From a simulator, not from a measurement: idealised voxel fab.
This section sets out a process module, namely voxel capacitor over wiring.
Pictured: cross-section cut, 235 nm wide, on a grid of 5 nm square cells.
A cross-section is a grid of square cells, given in bands from the top down. A band is one or more rows of cells. Look at the band entry: it leads with the top's height and the bottom's height in nm. Then it lists the materials left to right, with a width in nm for each. The word "full width" on a single material says that material fills the band edge to edge. The word "blank" is empty space. The level at which height equals 0 is the one under which the wafer, as it arrives, is entirely one material. No lower edge exists for the bottom band, which continues downward and is notated as in "0 and below". The two numbers in a width such as "30 to 40" mark its ends across the band: the first belongs to the top row of cells, the second to the bottom row, and from each row to the next the width moves by the same amount. When a step is marked "no alteration", none of the cells in the cross-section changed during that step. For the entry "Enclosed empty spaces", the listed items are empty spaces with no open way to the top whose size is 8 cells or more; each item follows the pattern width x height at distance, where distance is from the left edge and all three are in nm. It should be noted that, on the line of a given step, the content following the step's settings is a remark produced by the simulator itself with respect to that step. For masked steps, "overlay nm" on the step line gives how far right of plan the mask actually lay; a minus sign means it lay to the left.
Process steps - plan:
- 1: RECEIVE,material Si
- 2: CONFORMAL_DEP,material SiO2,thk nm 10
- 3: DIRECTIONAL_DEP,material TiN,thk nm 5
- 4: DIRECTIONAL_DEP,material Ru,thk nm 20
- 5: MASKED_ETCH,tone cover,mask id METAL_1,width nm 25,pitch nm 75,etch materials Ru,depth nm 20,overlay nm 0
- 6: MASKED_ETCH,tone cover,mask id METAL_1,width nm 25,pitch nm 75,etch materials TiN,depth nm 5,overlay nm 0
- 7: FILL_DEP,material lowk,thk nm 5
- 8: CMP,height nm 35
- 9: CONFORMAL_DEP,material SiCN,thk nm 5
- 10: DIRECTIONAL_DEP,material SiO2,thk nm 10
- 11: PATTERN,tone open,mask id PLUG_1,material resist,width nm 15,thk nm 20,overlay nm 0
- 12: DIRECTIONAL_ETCH,etch materials SiO2,depth nm 10
- 13: DIRECTIONAL_ETCH,etch materials SiCN,depth nm 5
- 14: STRIP,etch materials resist
- 15: CONFORMAL_DEP,material TiN,thk nm 5
- 16: FILL_DEP,material Ru,thk nm 5
- 17: CMP,height nm 50
- 18: DIRECTIONAL_DEP,material TiN,thk nm 10
- 19: DIRECTIONAL_DEP,material SiN,thk nm 5
- 20: DIRECTIONAL_DEP,material TiN,thk nm 10
- 21: MASKED_ETCH,tone cover,mask id UPPER_PLATE,width nm 55,etch materials TiN,depth nm 10,overlay nm 0
- 22: MASKED_ETCH,tone cover,mask id UPPER_PLATE,width nm 55,etch materials SiN,depth nm 5,overlay nm 0
- 23: PATTERN,tone cover,mask id LOWER_PLATE,material resist,width nm 65,thk nm 20,overlay nm 0
- 24: DIRECTIONAL_ETCH,etch materials TiN,depth nm 10
- 25: STRIP,etch materials resist
- 26: FILL_DEP,material SiO2,thk nm 15
- 27: CMP,height nm 85
- 28: PATTERN,tone open,mask id PLUG_2,material resist,width nm 15,thk nm 15,overlay nm 0
- 29: DIRECTIONAL_ETCH,etch materials SiO2,depth nm 10
- 30: STRIP,etch materials resist
- 31: CONFORMAL_DEP,material TiN,thk nm 5
- 32: FILL_DEP,material Ru,thk nm 5
- 33: CMP,height nm 85
- 34: CONFORMAL_DEP,material SiN,thk nm 5
Run as planned: first of two wafers:
Received-state cross-section, reflecting completion of step 1:
	0 and below  Si full width
	Enclosed empty spaces: none
Cross-section of the wafer subsequent to step 2:
	10 down to 0  SiO2 full width
	Below a height of 0, the structure has not been altered.
Cross-section of the wafer subsequent to step 3:
	15 down to 10  TiN full width
	Below a height of 10, the structure has not been altered.
Cross-section of the wafer subsequent to step 4:
	35 down to 15  Ru full width
	Below a height of 15, the structure has not been altered.
Cross-section of the wafer subsequent to step 5:
	35 down to 15  blank: 65, then Ru: 25, then blank: 50, then Ru: 25, then blank: 70
	Below a height of 15, the structure has not been altered.
Cross-section of the wafer subsequent to step 6:
	35 down to 15  blank: 65, then Ru: 25, then blank: 50, then Ru: 25, then blank: 70
	15 down to 10  blank: 65, then TiN: 25, then blank: 50, then TiN: 25, then blank: 70
	Below a height of 10, the structure has not been altered.
Cross-section of the wafer subsequent to step 7:
	40 down to 35  lowk full width
	35 down to 15  lowk: 65, then Ru: 25, then lowk: 50, then Ru: 25, then lowk: 70
	15 down to 10  lowk: 65, then TiN: 25, then lowk: 50, then TiN: 25, then lowk: 70
	Below a height of 10, the structure has not been altered.
Cross-section of the wafer subsequent to step 8:
	35 down to 15  lowk: 65, then Ru: 25, then lowk: 50, then Ru: 25, then lowk: 70
	Below a height of 15, the structure has not been altered.
Cross-section of the wafer subsequent to step 9:
	40 down to 35  SiCN full width
	Below a height of 35, the structure has not been altered.
Cross-section of the wafer subsequent to step 10:
	50 down to 40  SiO2 full width
	Below a height of 40, the structure has not been altered.
Cross-section of the wafer subsequent to step 11:
	70 down to 50  resist: 75, then blank: 15, then resist: 145
	Below a height of 50, the structure has not been altered.
Cross-section of the wafer subsequent to step 12:
	70 down to 50  resist: 75, then blank: 15, then resist: 145
	50 down to 40  SiO2: 75, then blank: 15, then SiO2: 145
	Below a height of 40, the structure has not been altered.
Cross-section of the wafer subsequent to step 13:
	70 down to 50  resist: 75, then blank: 15, then resist: 145
	50 down to 40  SiO2: 75, then blank: 15, then SiO2: 145
	40 down to 35  SiCN: 75, then blank: 15, then SiCN: 145
	Below a height of 35, the structure has not been altered.
Cross-section of the wafer subsequent to step 14:
	50 down to 40  SiO2: 75, then blank: 15, then SiO2: 145
	Below a height of 40, the structure has not been altered.
Cross-section of the wafer subsequent to step 15:
	55 down to 50  TiN: 80, then blank: 5, then TiN: 150
	50 down to 40  SiO2: 75, then TiN: 5, then blank: 5, then TiN: 5, then SiO2: 145
	40 down to 35  SiCN: 75, then TiN: 15, then SiCN: 145
	Below a height of 35, the structure has not been altered.
Cross-section of the wafer subsequent to step 16:
	60 down to 55  Ru full width
	55 down to 50  TiN: 80, then Ru: 5, then TiN: 150
	50 down to 40  SiO2: 75, then TiN: 5, then Ru: 5, then TiN: 5, then SiO2: 145
	Below a height of 40, the structure has not been altered.
Cross-section of the wafer subsequent to step 17:
	50 down to 40  SiO2: 75, then TiN: 5, then Ru: 5, then TiN: 5, then SiO2: 145
	Below a height of 40, the structure has not been altered.
Cross-section of the wafer subsequent to step 18:
	60 down to 50  TiN full width
	Below a height of 50, the structure has not been altered.
Cross-section of the wafer subsequent to step 19:
	65 down to 60  SiN full width
	Below a height of 60, the structure has not been altered.
Cross-section of the wafer subsequent to step 20:
	75 down to 65  TiN full width
	Below a height of 65, the structure has not been altered.
Cross-section of the wafer subsequent to step 21:
	75 down to 65  blank: 75, then TiN: 55, then blank: 105
	Below a height of 65, the structure has not been altered.
Cross-section of the wafer subsequent to step 22:
	75 down to 65  blank: 75, then TiN: 55, then blank: 105
	65 down to 60  blank: 75, then SiN: 55, then blank: 105
	Below a height of 60, the structure has not been altered.
Cross-section of the wafer subsequent to step 23:
	95 down to 75  blank: 70, then resist: 65, then blank: 100
	75 down to 65  blank: 70, then resist: 5, then TiN: 55, then resist: 5, then blank: 100
	65 down to 60  blank: 70, then resist: 5, then SiN: 55, then resist: 5, then blank: 100
	Below a height of 60, the structure has not been altered.
Cross-section of the wafer subsequent to step 24:
	95 down to 75  blank: 70, then resist: 65, then blank: 100
	75 down to 65  blank: 70, then resist: 5, then TiN: 55, then resist: 5, then blank: 100
	65 down to 60  blank: 70, then resist: 5, then SiN: 55, then resist: 5, then blank: 100
	60 down to 50  blank: 70, then TiN: 65, then blank: 100
	Below a height of 50, the structure has not been altered.
Cross-section of the wafer subsequent to step 25:
	75 down to 65  blank: 75, then TiN: 55, then blank: 105
	65 down to 60  blank: 75, then SiN: 55, then blank: 105
	Below a height of 60, the structure has not been altered.
Cross-section of the wafer subsequent to step 26:
	90 down to 75  SiO2 full width
	75 down to 65  SiO2: 75, then TiN: 55, then SiO2: 105
	65 down to 60  SiO2: 75, then SiN: 55, then SiO2: 105
	60 down to 50  SiO2: 70, then TiN: 65, then SiO2: 100
	Below a height of 50, the structure has not been altered.
Cross-section of the wafer subsequent to step 27:
	85 down to 75  SiO2 full width
	Below a height of 75, the structure has not been altered.
Cross-section of the wafer subsequent to step 28:
	100 down to 85  resist: 85, then blank: 15, then resist: 135
	Below a height of 85, the structure has not been altered.
Cross-section of the wafer subsequent to step 29:
	100 down to 85  resist: 85, then blank: 15, then resist: 135
	85 down to 75  SiO2: 85, then blank: 15, then SiO2: 135
	Below a height of 75, the structure has not been altered.
Cross-section of the wafer subsequent to step 30:
	85 down to 75  SiO2: 85, then blank: 15, then SiO2: 135
	Below a height of 75, the structure has not been altered.
Cross-section of the wafer subsequent to step 31:
	90 down to 85  TiN: 90, then blank: 5, then TiN: 140
	85 down to 80  SiO2: 85, then TiN: 5, then blank: 5, then TiN: 5, then SiO2: 135
	80 down to 75  SiO2: 85, then TiN: 15, then SiO2: 135
	Below a height of 75, the structure has not been altered.
Cross-section of the wafer subsequent to step 32:
	95 down to 90  Ru full width
	90 down to 85  TiN: 90, then Ru: 5, then TiN: 140
	85 down to 80  SiO2: 85, then TiN: 5, then Ru: 5, then TiN: 5, then SiO2: 135
	Below a height of 80, the structure has not been altered.
Cross-section of the wafer subsequent to step 33:
	85 down to 80  SiO2: 85, then TiN: 5, then Ru: 5, then TiN: 5, then SiO2: 135
	Below a height of 80, the structure has not been altered.
Cross-section of the wafer subsequent to step 34:
	90 down to 85  SiN full width
	Below a height of 85, the structure has not been altered.
Second wafer, same starting state and plan as the first, one mistake in the run, identical through step 18:
Second wafer cross-section, taken as of the time the plan sets for step 19 to be done: no alteration
Second wafer cross-section, taken as of the time the plan sets for step 20 to be done:
	70 down to 50  TiN full width
	Below a height of 50, the structure has not been altered.
Second wafer cross-section, taken as of the time the plan sets for step 21 to be done:
	70 down to 60  blank: 75, then TiN: 55, then blank: 105
	Below a height of 60, the structure has not been altered.
Second wafer cross-section, taken as of the time the plan sets for step 22 to be done: no alteration
Second wafer cross-section, taken as of the time the plan sets for step 23 to be done:
	90 down to 70  blank: 70, then resist: 65, then blank: 100
	70 down to 60  blank: 70, then resist: 5, then TiN: 55, then resist: 5, then blank: 100
	Below a height of 60, the structure has not been altered.
Second wafer cross-section, taken as of the time the plan sets for step 24 to be done:
	90 down to 70  blank: 70, then resist: 65, then blank: 100
	70 down to 60  blank: 70, then resist: 5, then TiN: 55, then resist: 5, then blank: 100
	60 down to 50  blank: 70, then TiN: 65, then blank: 100
	Below a height of 50, the structure has not been altered.
Second wafer cross-section, taken as of the time the plan sets for step 25 to be done:
	70 down to 60  blank: 75, then TiN: 55, then blank: 105
	Below a height of 60, the structure has not been altered.
Second wafer cross-section, taken as of the time the plan sets for step 26 to be done:
	85 down to 70  SiO2 full width
	70 down to 60  SiO2: 75, then TiN: 55, then SiO2: 105
	60 down to 50  SiO2: 70, then TiN: 65, then SiO2: 100
	Below a height of 50, the structure has not been altered.
Second wafer cross-section, taken as of the time the plan sets for step 27 to be done: no alteration
Second wafer cross-section, taken as of the time the plan sets for step 28 to be done:
	100 down to 85  resist: 85, then blank: 15, then resist: 135
	Below a height of 85, the structure has not been altered.
Second wafer cross-section, taken as of the time the plan sets for step 29 to be done:
	100 down to 85  resist: 85, then blank: 15, then resist: 135
	85 down to 75  SiO2: 85, then blank: 15, then SiO2: 135
	Below a height of 75, the structure has not been altered.
Second wafer cross-section, taken as of the time the plan sets for step 30 to be done:
	85 down to 75  SiO2: 85, then blank: 15, then SiO2: 135
	Below a height of 75, the structure has not been altered.
Second wafer cross-section, taken as of the time the plan sets for step 31 to be done:
	90 down to 85  TiN: 90, then blank: 5, then TiN: 140
	85 down to 80  SiO2: 85, then TiN: 5, then blank: 5, then TiN: 5, then SiO2: 135
	80 down to 75  SiO2: 85, then TiN: 15, then SiO2: 135
	Below a height of 75, the structure has not been altered.
Second wafer cross-section, taken as of the time the plan sets for step 32 to be done:
	95 down to 90  Ru full width
	90 down to 85  TiN: 90, then Ru: 5, then TiN: 140
	85 down to 80  SiO2: 85, then TiN: 5, then Ru: 5, then TiN: 5, then SiO2: 135
	Below a height of 80, the structure has not been altered.
Second wafer cross-section, taken as of the time the plan sets for step 33 to be done:
	85 down to 80  SiO2: 85, then TiN: 5, then Ru: 5, then TiN: 5, then SiO2: 135
	Below a height of 80, the structure has not been altered.
Second wafer cross-section, taken as of the time the plan sets for step 34 to be done:
	90 down to 85  SiN full width
	Below a height of 85, the structure has not been altered.
What was the processing mistake? with respect to the plan, step 19 was omitted and not executed
Final comparison by cell count, materials where the second wafer has more or fewer than the first: SiN: 11 fewer, SiO2: 11 more
